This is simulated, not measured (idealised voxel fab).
Herein follows the process module entitled voxel self aligned contacts.
Square cells of 5 nm make up the cross-section cut, whose width is 170 nm.
Format of a cross-section: grid, square cells. Given as bands. Order: top down. Band: one or more rows of cells. Heights first: top, then bottom, in nm. Then materials, left to right, each with a width in nm. "throughout" on a single material: fills the band edge to edge. "air": empty space. Convention: height 0 is the level below which the wafer, as received, is all one material. The lowest band does not terminate at the bottom but continues downward, represented as "from 0 down". Width "30 to 40": first value at the band's top row of cells, second value at its bottom row, equal change from row to row. Given "no change" for a step, no cell of the cross-section differs between before and after that step. "Entrapped voids": empty spaces of 8 cells or more with no open way to the top, each given as width x height at distance, distance from the left edge, all in nm. Whatever follows a step's settings on its line is a remark the simulator itself makes about that step. If you see "overlay nm" on a step's line and that step has a mask, it's telling you how far right of where it was planned the mask ended up; a negative number means it went left instead.

Steps in the process plan:
- 1: RECEIVE | material Si
- 2: OXIDIZE | depth nm 5
- 3: DIRECTIONAL_DEP | material polySi | thk nm 25
- 4: DIRECTIONAL_DEP | material SiN | thk nm 20
- 5: DIRECTIONAL_DEP | material aC | thk nm 10
- 6: PATTERN | tone cover | mask id GATE | material resist | width nm 30 | pitch nm 65 | thk nm 30 | overlay nm 0
- 7: DIRECTIONAL_ETCH | etch materials aC | depth nm 10
- 8: STRIP | etch materials resist
- 9: DIRECTIONAL_ETCH | etch materials SiN | depth nm 20
- 10: DIRECTIONAL_ETCH | etch materials polySi | depth nm 25
- 11: STRIP | etch materials aC
- 12: CONFORMAL_DEP | material SiN | thk nm 10
- 13: DIRECTIONAL_ETCH | etch materials SiN | depth nm 10
- 14: FILL_DEP | material SiO2 | thk nm 20
- 15: CMP | height nm 55
- 16: DIRECTIONAL_DEP | material aC | thk nm 10
- 17: PATTERN | tone open | mask id CONTACT | material resist | width nm 45 | thk nm 25 | overlay nm 0
- 18: DIRECTIONAL_ETCH | etch materials aC | depth nm 10
- 19: STRIP | etch materials resist
- 20: DIRECTIONAL_ETCH | etch materials SiO2 | depth nm 60
- 21: STRIP | etch materials aC
- 22: CONFORMAL_DEP | material TiN | thk nm 5
- 23: FILL_DEP | material Ru | thk nm 10
- 24: CMP | height nm 55
- 25: CONFORMAL_DEP | material SiCN | thk nm 5

First of two wafers, with the run carried out as planned:

Incoming wafer in cross-section (state: after step 1):
> from 0 down: Si throughout
> Entrapped voids: none

Step 2 complete: cross-section through the wafer:
> from 0 to -5: SiO2 throughout
> Everything under -5 stays put, no change at all.

Step 3 complete: cross-section through the wafer:
> from 25 to 0: polySi throughout
> Everything under 0 stays put, no change at all.

Step 4 complete: cross-section through the wafer:
> from 45 to 25: SiN throughout
> Everything under 25 stays put, no change at all.

Step 5 complete: cross-section through the wafer:
> from 55 to 45: aC throughout
> Everything under 45 stays put, no change at all.

Step 6 complete: cross-section through the wafer:
> from 85 to 55: air=35; resist=30; air=35; resist=30; air=40
> Everything under 55 stays put, no change at all.

Step 7 complete: cross-section through the wafer:
> from 75 to 55: air=35; resist=30; air=35; resist=30; air=40
> from 55 to 45: air=35; aC=30; air=35; aC=30; air=40
> Everything under 45 stays put, no change at all.

Step 8 complete: cross-section through the wafer:
> from 55 to 45: air=35; aC=30; air=35; aC=30; air=40
> Everything under 45 stays put, no change at all.

Step 9 complete: cross-section through the wafer:
> from 55 to 45: air=35; aC=30; air=35; aC=30; air=40
> from 45 to 25: air=35; SiN=30; air=35; SiN=30; air=40
> Everything under 25 stays put, no change at all.

Step 10 complete: cross-section through the wafer:
> from 55 to 45: air=35; aC=30; air=35; aC=30; air=40
> from 45 to 25: air=35; SiN=30; air=35; SiN=30; air=40
> from 25 to 0: air=35; polySi=30; air=35; polySi=30; air=40
> Everything under 0 stays put, no change at all.

Step 11 complete: cross-section through the wafer:
> from 45 to 25: air=35; SiN=30; air=35; SiN=30; air=40
> Everything under 25 stays put, no change at all.

Step 12 complete: cross-section through the wafer:
> from 55 to 25: air=25; SiN=50; air=15; SiN=50; air=30
> from 25 to 10: air=25; SiN=10; polySi=30; SiN=10; air=15; SiN=10; polySi=30; SiN=10; air=30
> from 10 to 0: SiN=35; polySi=30; SiN=35; polySi=30; SiN=40
> Everything under 0 stays put, no change at all.

Step 13 complete: cross-section through the wafer:
> from 45 to 25: air=25; SiN=50; air=15; SiN=50; air=30
> from 25 to 0: air=25; SiN=10; polySi=30; SiN=10; air=15; SiN=10; polySi=30; SiN=10; air=30
> Everything under 0 stays put, no change at all.

Step 14 complete: cross-section through the wafer:
> from 65 to 45: SiO2 throughout
> from 45 to 25: SiO2=25; SiN=50; SiO2=15; SiN=50; SiO2=30
> from 25 to 0: SiO2=25; SiN=10; polySi=30; SiN=10; SiO2=15; SiN=10; polySi=30; SiN=10; SiO2=30
> Everything under 0 stays put, no change at all.

Step 15 complete: cross-section through the wafer:
> from 55 to 45: SiO2 throughout
> Everything under 45 stays put, no change at all.

Step 16 complete: cross-section through the wafer:
> from 65 to 55: aC throughout
> Everything under 55 stays put, no change at all.

Step 17 complete: cross-section through the wafer:
> from 90 to 65: resist=60; air=45; resist=65
> Everything under 65 stays put, no change at all.

Step 18 complete: cross-section through the wafer:
> from 80 to 65: resist=60; air=45; resist=65
> from 65 to 55: aC=60; air=45; aC=65
> Everything under 55 stays put, no change at all.

Step 19 complete: cross-section through the wafer:
> from 65 to 55: aC=60; air=45; aC=65
> Everything under 55 stays put, no change at all.

Step 20 complete: cross-section through the wafer:
> from 65 to 55: aC=60; air=45; aC=65
> from 55 to 45: SiO2=60; air=45; SiO2=65
> from 45 to 25: SiO2=25; SiN=50; air=15; SiN=50; SiO2=30
> from 25 to 0: SiO2=25; SiN=10; polySi=30; SiN=10; air=15; SiN=10; polySi=30; SiN=10; SiO2=30
> from 0 to -5: SiO2=75; air=15; SiO2=80
> Everything under -5 stays put, no change at all.

Step 21 complete: cross-section through the wafer:
> from 55 to 45: SiO2=60; air=45; SiO2=65
> Everything under 45 stays put, no change at all.

Step 22 complete: cross-section through the wafer:
> from 60 to 55: TiN=65; air=35; TiN=70
> from 55 to 45: SiO2=60; TiN=5 to 20; air=35 to 5; TiN=5 to 20; SiO2=65
> from 45 to 25: SiO2=25; SiN=50; TiN=5; air=5; TiN=5; SiN=50; SiO2=30
> from 25 to 0: SiO2=25; SiN=10; polySi=30; SiN=10; TiN=5; air=5; TiN=5; SiN=10; polySi=30; SiN=10; SiO2=30
> from 0 to -5: SiO2=75; TiN=15; SiO2=80
> Everything under -5 stays put, no change at all.

Step 23 complete: cross-section through the wafer:
> from 70 to 60: Ru throughout
> from 60 to 55: TiN=65; Ru=35; TiN=70
> from 55 to 45: SiO2=60; TiN=5 to 20; Ru=35 to 5; TiN=5 to 20; SiO2=65
> from 45 to 25: SiO2=25; SiN=50; TiN=5; Ru=5; TiN=5; SiN=50; SiO2=30
> from 25 to 0: SiO2=25; SiN=10; polySi=30; SiN=10; TiN=5; Ru=5; TiN=5; SiN=10; polySi=30; SiN=10; SiO2=30
> Everything under 0 stays put, no change at all.

Step 24 complete: cross-section through the wafer:
> from 55 to 45: SiO2=60; TiN=5 to 20; Ru=35 to 5; TiN=5 to 20; SiO2=65
> Everything under 45 stays put, no change at all.

Step 25 complete: cross-section through the wafer:
> from 60 to 55: SiCN throughout
> Everything under 55 stays put, no change at all.

For the second wafer, take the first wafer's start and plan, then add one mistake made in running it; everything through step 16, that step included, is shared with the first:

The second wafer cut through, at the time step 17 was supposed to be finished:
> from 90 to 65: air=60; resist=45; air=65
> Everything under 65 stays put, no change at all.

The second wafer cut through, at the time step 18 was supposed to be finished:
> from 80 to 65: air=60; resist=45; air=65
> from 65 to 55: air=60; aC=45; air=65
> Everything under 55 stays put, no change at all.

The second wafer cut through, at the time step 19 was supposed to be finished:
> from 65 to 55: air=60; aC=45; air=65
> Everything under 55 stays put, no change at all.

The second wafer cut through, at the time step 20 was supposed to be finished:
> from 65 to 55: air=60; aC=45; air=65
> from 55 to 45: air=60; SiO2=45; air=65
> from 45 to 25: air=25; SiN=50; SiO2=15; SiN=50; air=30
> from 25 to 0: air=25; SiN=10; polySi=30; SiN=10; SiO2=15; SiN=10; polySi=30; SiN=10; air=30
> from 0 to -5: air=25; SiO2=115; air=30
> Everything under -5 stays put, no change at all.

The second wafer cut through, at the time step 21 was supposed to be finished:
> from 55 to 45: air=60; SiO2=45; air=65
> Everything under 45 stays put, no change at all.

The second wafer cut through, at the time step 22 was supposed to be finished:
> from 60 to 55: air=55; TiN=55; air=60
> from 55 to 45: air=55 to 20; TiN=5 to 40; SiO2=45; TiN=5 to 40; air=60 to 25
> from 45 to 25: air=20; TiN=5; SiN=50; SiO2=15; SiN=50; TiN=5; air=25
> from 25 to 0: air=20; TiN=5; SiN=10; polySi=30; SiN=10; SiO2=15; SiN=10; polySi=30; SiN=10; TiN=5; air=25
> from 0 to -5: TiN=25; SiO2=115; TiN=30
> Everything under -5 stays put, no change at all.

The second wafer cut through, at the time step 23 was supposed to be finished:
> from 70 to 60: Ru throughout
> from 60 to 55: Ru=55; TiN=55; Ru=60
> from 55 to 45: Ru=55 to 20; TiN=5 to 40; SiO2=45; TiN=5 to 40; Ru=60 to 25
> from 45 to 25: Ru=20; TiN=5; SiN=50; SiO2=15; SiN=50; TiN=5; Ru=25
> from 25 to 0: Ru=20; TiN=5; SiN=10; polySi=30; SiN=10; SiO2=15; SiN=10; polySi=30; SiN=10; TiN=5; Ru=25
> Everything under 0 stays put, no change at all.

The second wafer cut through, at the time step 24 was supposed to be finished:
> from 55 to 45: Ru=55 to 20; TiN=5 to 40; SiO2=45; TiN=5 to 40; Ru=60 to 25
> Everything under 45 stays put, no change at all.

The second wafer cut through, at the time step 25 was supposed to be finished:
> from 60 to 55: SiCN throughout
> Everything under 55 stays put, no change at all.
Short version of what went wrong: so step 17 ended up running with a different setting than we planned, it ran as PATTERN | tone cover | mask id CONTACT | material resist | width nm 45 | thk nm 25 | overlay nm 0
FYI, end of process, the second wafer has more or fewer cells of some materials than the first: +96 Ru, -112 SiO2, +16 TiN
